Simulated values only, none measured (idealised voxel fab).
This is a process module. Its name is voxel ribs on slabs.
We display cut, a cross-section 290 nm in width whose square cells are each 5 nm.
Reading order for cross-sections: top band down to bottom band. Underlying form: a grid of square cells. Band size: one or more rows of cells. Heads up on the band format: heights come first, top then bottom, in nm. After that it's the materials left to right, each with its width in nm. A single material flagged "all across" fills the whole band edge to edge, and "empty" means there's empty space there. Heads up on the height convention: 0 is the point under which the incoming wafer is all one material, and the lowest band has no bottom, it just keeps going down, like "0 -> down". The two numbers in a width such as "30..40" mark its ends across the band: the first belongs to the top row of cells, the second to the bottom row, and from each row to the next the width moves by the same amount. Reading "left unchanged" for a step: not a cell of the cross-section changed in it. "Closed void table": empty spaces of 8 cells or more with no open way to the top, each given as width x height at distance, distance from the left edge, all in nm. after a step's settings: what the simulator itself notes on the step. overlay nm: on a step with a mask, how far right of its planned place the mask lay; negative means left.

plan:
1) RECEIVE (material Si)
2) DIRECTIONAL_DEP (material SiO2; thk nm 25)
3) DIRECTIONAL_DEP (material SiN; thk nm 20)
4) DIRECTIONAL_DEP (material aC; thk nm 10)
5) PATTERN (tone cover; mask id RIB; material resist; width nm 30; thk nm 30; overlay nm 0)
6) DIRECTIONAL_ETCH (etch materials aC; depth nm 10)
7) STRIP (etch materials resist)
8) DIRECTIONAL_ETCH (etch materials SiN; depth nm 5)
9) STRIP (etch materials aC)
10) PATTERN (tone cover; mask id SLAB; material resist; width nm 90; thk nm 15; overlay nm 0)
11) DIRECTIONAL_ETCH (etch materials SiN; depth nm 15)
12) STRIP (etch materials resist)
13) FILL_DEP (material SiO2; thk nm 20)
14) CMP (height nm 60)
15) DIRECTIONAL_DEP (material TiN; thk nm 10)
16) DIRECTIONAL_DEP (material aC; thk nm 10)
17) PATTERN (tone cover; mask id HEATER; material resist; width nm 40; thk nm 25; overlay nm 0)
18) DIRECTIONAL_ETCH (etch materials aC; depth nm 10)
19) STRIP (etch materials resist)
20) DIRECTIONAL_ETCH (etch materials TiN; depth nm 10)
21) STRIP (etch materials aC)
22) CONFORMAL_DEP (material SiN; thk nm 5)

Wafer as received: cross-section following step 1:
    0 -> down | Si all across
    Closed void table: none

The first of the two wafers as seen in cross-section once the module was finished; processing followed the plan:
    75 -> 70 | 120 empty, then 50 SiN, then 120 empty
    70 -> 65 | 120 empty, then 5 SiN, then 40 TiN, then 5 SiN, then 120 empty
    65 -> 60 | 125 SiN, then 40 TiN, then 125 SiN
    60 -> 45 | SiO2 all across
    45 -> 40 | 130 SiO2, then 30 SiN, then 130 SiO2
    40 -> 25 | 100 SiO2, then 90 SiN, then 100 SiO2
    25 -> 0 | SiO2 all across
    0 -> down | Si all across
    Closed void table: none

The second wafer, shown in cross-section after the module: started the same way as the first and given the same plan, yet one mistake crept into how it was run:
    75 -> 70 | 130 SiN, then 30 empty, then 130 SiN
    70 -> 65 | 125 TiN, then 5 SiN, then 30 empty, then 5 SiN, then 125 TiN
    65 -> 60 | 125 TiN, then 40 SiN, then 125 TiN
    60 -> 45 | SiO2 all across
    45 -> 40 | 130 SiO2, then 30 SiN, then 130 SiO2
    40 -> 25 | 100 SiO2, then 90 SiN, then 100 SiO2
    25 -> 0 | SiO2 all across
    0 -> down | Si all across
    Closed void table: none
Plan not followed: step 17 was processed under conditions differing from the plan, specifically as PATTERN (tone open; mask id HEATER; material resist; width nm 40; thk nm 25; overlay nm 0)
Heads up, by the end the second wafer has more or fewer cells of some materials compared to the first: TiN +84
